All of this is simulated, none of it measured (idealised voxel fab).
The following is a process module called voxel gate over fins.
Square cell edge 5 nm, section width 255 nm, ID cut.
Square cells in a grid make up a cross-section in this document, and the grid is given as bands, listed from the top down, each one or more rows of cells.
Within each band entry, the heights of the top and of the bottom of the band appear first, in that order and in nm; the materials of the band then follow from left to right, each with its corresponding width in nm. The designation "everywhere" on a single material indicates that it fills the band from edge to edge; the designation "blank" indicates empty space.
Height datum 0, below which the as-received substrate wafer is one material. Lowest band open at the bottom, running downward: "0 nm and below".
A width such as "30 to 40" changes by the same amount from each row of cells to the next, from the band's top row to its bottom row.
Where the words "changes: none" appear for a step, the cross-section shows no cell changed by that step; every cell remained as before.
Enclosed voids (no open way to top), threshold 8 cells or more, entry "Sealed cavities", notation width x height at distance, distance from left edge, nm.
Text after the settings on a step's line: the simulator's own remark on that step.
The setting "overlay nm" may be written on the line of a step. When the step uses a mask, the value reports how far to the right of the planned place the mask lay, and a negative value reports that it lay to the left.
These are the steps we planned for the process
| 1 | RECEIVE [material Si] |
| 2 | CONFORMAL_DEP [material SiN] [thk nm 5] |
| 3 | DIRECTIONAL_DEP [material aC] [thk nm 15] |
| 4 | PATTERN [tone cover] [mask id FINS] [material resist] [width nm 15] [pitch nm 50] [thk nm 30] [overlay nm 0] |
| 5 | DIRECTIONAL_ETCH [etch materials aC] [depth nm 15] |
| 6 | STRIP [etch materials resist] |
| 7 | DIRECTIONAL_ETCH [etch materials SiN] [depth nm 5] |
| 8 | DIRECTIONAL_ETCH [etch materials Si] [depth nm 40] |
| 9 | STRIP [etch materials aC] |
| 10 | OXIDIZE [depth nm 5] |
| 11 | FILL_DEP [material SiO2] [thk nm 15] |
| 12 | CMP [height nm 5] |
| 13 | PATTERN [tone open] [mask id RAIL] [material resist] [width nm 15] [thk nm 15] [overlay nm -15] |
| 14 | DIRECTIONAL_ETCH [etch materials SiO2] [depth nm 40] |
| 15 | STRIP [etch materials resist] |
| 16 | CONFORMAL_DEP [material TiN] [thk nm 5] |
| 17 | FILL_DEP [material Ru] [thk nm 10] |
| 18 | CMP [height nm 5] |
| 19 | SELECTIVE_ETCH [etch materials W Ru TiN] [depth nm 25] |
| 20 | FILL_DEP [material SiO2] [thk nm 5] |
| 21 | CMP [height nm 5] |
| 22 | SELECTIVE_ETCH [etch materials SiO2] [depth nm 15] |
| 23 | STRIP [etch materials SiN] |
| 24 | CONFORMAL_DEP [material HfO2] [thk nm 5] |
| 25 | CONFORMAL_DEP [material TiN] [thk nm 5] |
| 26 | CONFORMAL_DEP [material TiAl] [thk nm 5] |
| 27 | CONFORMAL_DEP [material TiN] [thk nm 5] |
| 28 | FILL_DEP [material W] [thk nm 10] |
| 29 | CMP [height nm 25] |
| 30 | CONFORMAL_DEP [material SiN] [thk nm 5] |
Where the wafers of this document differ is in the overlay nm of step 13; they start out the same, and the plan states the value that applied to the first wafer.
Cut through the first of several wafers as received, post step 1
0 nm and below: Si everywhere
Sealed cavities: none
Heads up, this table goes wafer by wafer. A row tells you, at the end of the module, how many cells of each material that wafer has put on (+) or dropped (-) since it was received, and then its closed voids
overlay nm -15; +63 HfO2; -432 Si; +51 SiN; +330 SiO2; +63 TiAl; +132 TiN; +99 W; Sealed cavities: none
overlay nm -10; +63 HfO2; +2 Ru; -432 Si; +51 SiN; +327 SiO2; +63 TiAl; +133 TiN; +99 W; Sealed cavities: none
overlay nm -5; +63 HfO2; +2 Ru; -432 Si; +51 SiN; +327 SiO2; +63 TiAl; +133 TiN; +99 W; Sealed cavities: none
overlay nm 0; +63 HfO2; +2 Ru; -432 Si; +51 SiN; +327 SiO2; +63 TiAl; +133 TiN; +99 W; Sealed cavities: none
overlay nm 5; +63 HfO2; +2 Ru; -432 Si; +51 SiN; +327 SiO2; +63 TiAl; +133 TiN; +99 W; Sealed cavities: none
overlay nm 10; +63 HfO2; +2 Ru; -432 Si; +51 SiN; +327 SiO2; +63 TiAl; +133 TiN; +99 W; Sealed cavities: none
overlay nm 15; +63 HfO2; -432 Si; +51 SiN; +330 SiO2; +63 TiAl; +132 TiN; +99 W; Sealed cavities: none
